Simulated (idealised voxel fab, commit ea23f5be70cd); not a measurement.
process module | voxel released beams
cross-section cut | 240 nm wide | cells 5 nm
A cross-section is a grid of square cells, given in bands from the top down. A band is one or more rows of cells.
Each band's line starts with the height of the band's top and of its bottom, in nm. Then come its materials from left to right, each with its width in nm. One material with "throughout" fills the band from edge to edge. "air" is empty space.
Height 0 is the level under which the wafer as received is all one material. The lowest band goes on downwards, as in "0 down".
A width such as "30 to 40" changes by the same amount from each row of cells to the next, from the band's top row to its bottom row.
"no change" after a step means that no cell of the cross-section changed.
closed voids: empty space of 8 cells or more with no open way to the top, each as width x height at its distance from the left edge, in nm
after a step's settings: what the simulator itself notes on the step
overlay nm, on a step with a mask: how far to the right of its planned place the mask lay; to the left if negative
plan
1 op RECEIVE | material Si
2 op CONFORMAL_DEP | material Al2O3 | thk nm 5
3 op DIRECTIONAL_DEP | material SiO2 | thk nm 20
4 op MASKED_ETCH | tone open | mask id ANCHOR | width nm 25 | etch materials SiO2 | depth nm 20 | overlay nm 0
5 op CONFORMAL_DEP | material polySi | thk nm 10
6 op MASKED_ETCH | tone cover | mask id BEAM | width nm 110 | etch materials polySi | depth nm 10 | overlay nm 0
7 op STRIP | etch materials SiO2
first wafer, as planned
as received, after step 1
  0 down: Si throughout
  closed voids: none
after step 2
  5 to 0: Al2O3 throughout
  below 0: unchanged
after step 3
  25 to 5: SiO2 throughout
  below 5: unchanged
after step 4
  25 to 5: SiO2 65 | air 25 | SiO2 150
  below 5: unchanged
after step 5
  35 to 25: polySi 75 | air 5 | polySi 160
  25 to 15: SiO2 65 | polySi 10 | air 5 | polySi 10 | SiO2 150
  15 to 5: SiO2 65 | polySi 25 | SiO2 150
  below 5: unchanged
after step 6
  35 to 25: air 60 | polySi 15 | air 5 | polySi 90 | air 70
  below 25: unchanged
after step 7
  35 to 25: air 60 | polySi 15 | air 5 | polySi 90 | air 70
  25 to 15: air 65 | polySi 10 | air 5 | polySi 10 | air 150
  15 to 5: air 65 | polySi 25 | air 150
  below 5: unchanged
second wafer: like start, like plan, one mistake. Through step 4 it matches the first wafer
when step 5 should have ended
  40 to 25: polySi throughout
  25 to 5: SiO2 65 | polySi 25 | SiO2 150
  below 5: unchanged
when step 6 should have ended
  40 to 30: air 60 | polySi 110 | air 70
  below 30: unchanged
when step 7 should have ended: no change
what went wrong: step 5 ran as: op CONFORMAL_DEP | material polySi | thk nm 15
at the end the second wafer has, in cells: 172 more of SiO2 | 52 more of polySi
